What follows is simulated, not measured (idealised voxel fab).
voxel transistor to metal: a process module
Cross-section cut spans 140 nm and uses square cells 5 nm in size.
If you're reading a cross-section in this doc, picture square cells in a grid; it comes to you as bands, top ones listed first down to the bottom, and a band can be one or more rows of cells. A band entry consists of two parts. The first gives the height of the band's top and the height of its bottom, in nm. The rest lists the band's materials from left to right, each with its width in nm. A single material labelled with the word "throughout" fills the band from edge to edge, and the word "air" marks empty space. Height 0 is the level under which the wafer as received is all one material. The lowest band goes on downwards, as in "0..down". A two-number width, for instance "30..40", indicates that the width is equal to the first number in the top row of the band and to the second number in the bottom row, and that it changes by a constant amount per row of cells. Any step labelled "nothing different" changed none of the cells in the cross-section. In the "Enclosed void entries" entry, you get each enclosed empty space of 8 cells or more, one with no open way to the top, written width x height at distance, distance from the left edge, in nm. On each step's line, the part that comes after the settings is the simulator's own comment on the step. overlay nm: for a step with a mask, the amount by which the mask lay right of where it was planned; a negative amount means left of it.

-- Process steps - plan
1,RECEIVE, material Si
2,CONFORMAL_DEP, material SiO2, thk nm 5
3,CONFORMAL_DEP, material SiN, thk nm 10
4,MASKED_ETCH, tone cover, mask id ACTIVE, width nm 100, etch materials SiN, depth nm 10, overlay nm 0
5,MASKED_ETCH, tone cover, mask id ACTIVE, width nm 100, etch materials SiO2, depth nm 5, overlay nm 0
6,MASKED_ETCH, tone cover, mask id ACTIVE, width nm 100, etch materials Si, depth nm 35, overlay nm 0
7,FILL_DEP, material SiO2, thk nm 10
8,CMP, height nm 15
9,SELECTIVE_ETCH, etch materials SiO2, depth nm 5
10,STRIP, etch materials SiN
11,SELECTIVE_ETCH, etch materials SiO2, depth nm 5
12,OXIDIZE, depth nm 5
13,DIRECTIONAL_DEP, material polySi, thk nm 25
14,DIRECTIONAL_DEP, material SiCN, thk nm 10
15,MASKED_ETCH, tone cover, mask id GATE, width nm 30, etch materials SiCN, depth nm 20, overlay nm 0
16,MASKED_ETCH, tone cover, mask id GATE, width nm 30, etch materials polySi, depth nm 35, overlay nm 0
17,CONFORMAL_DEP, material SiN, thk nm 10
18,DIRECTIONAL_ETCH, etch materials SiN, depth nm 10
19,DIRECTIONAL_ETCH, etch materials SiO2, depth nm 5
20,DIRECTIONAL_ETCH, etch materials Si, depth nm 15
21,EPI, material SiGe, thk nm 15
22,FILL_DEP, material SiO2, thk nm 10
23,CMP, height nm 25
24,STRIP, etch materials polySi
25,SELECTIVE_ETCH, etch materials SiO2, depth nm 5
26,CONFORMAL_DEP, material HfO2, thk nm 5
27,CONFORMAL_DEP, material TiN, thk nm 5
28,FILL_DEP, material W, thk nm 10
29,CMP, height nm 20
30,DIRECTIONAL_DEP, material SiO2, thk nm 10
31,MASKED_ETCH, tone open, mask id CONTACT, width nm 15, pitch nm 75, etch materials SiO2, depth nm 20, overlay nm 0
32,CONFORMAL_DEP, material TiN, thk nm 5
33,FILL_DEP, material W, thk nm 10
34,CMP, height nm 30
35,CONFORMAL_DEP, material SiN, thk nm 5
36,DIRECTIONAL_DEP, material lowk, thk nm 20
37,MASKED_ETCH, tone open, mask id METAL_1, width nm 15, pitch nm 75, etch materials lowk, depth nm 20, overlay nm 0
38,MASKED_ETCH, tone open, mask id METAL_1, width nm 15, pitch nm 75, etch materials SiN, depth nm 5, overlay nm 0
39,CONFORMAL_DEP, material TiN, thk nm 5
40,FILL_DEP, material Cu, thk nm 10
41,CMP, height nm 55
42,CONFORMAL_DEP, material SiN, thk nm 5
The wafers are alike at the start. At step 42, their thk nm differs. The plan lists the first wafer's value.

-- first wafer as received, after step 1
    0..down | Si throughout
    Enclosed void entries: none

-- Heads up, this table goes wafer by wafer. A row tells you, at the end of the module, how many cells of each material that wafer has put on (+) or dropped (-) since it was received, and then its closed voids
thk nm 5, +8 Cu, +16 HfO2, -100 Si, +50 SiGe, +70 SiN, +142 SiO2, +50 TiN, +12 W, +88 lowk, Enclosed void entries: none
thk nm 10, +8 Cu, +16 HfO2, -100 Si, +50 SiGe, +98 SiN, +142 SiO2, +50 TiN, +12 W, +88 lowk, Enclosed void entries: none
thk nm 15, +8 Cu, +16 HfO2, -100 Si, +50 SiGe, +126 SiN, +142 SiO2, +50 TiN, +12 W, +88 lowk, Enclosed void entries: none
thk nm 20, +8 Cu, +16 HfO2, -100 Si, +50 SiGe, +154 SiN, +142 SiO2, +50 TiN, +12 W, +88 lowk, Enclosed void entries: none
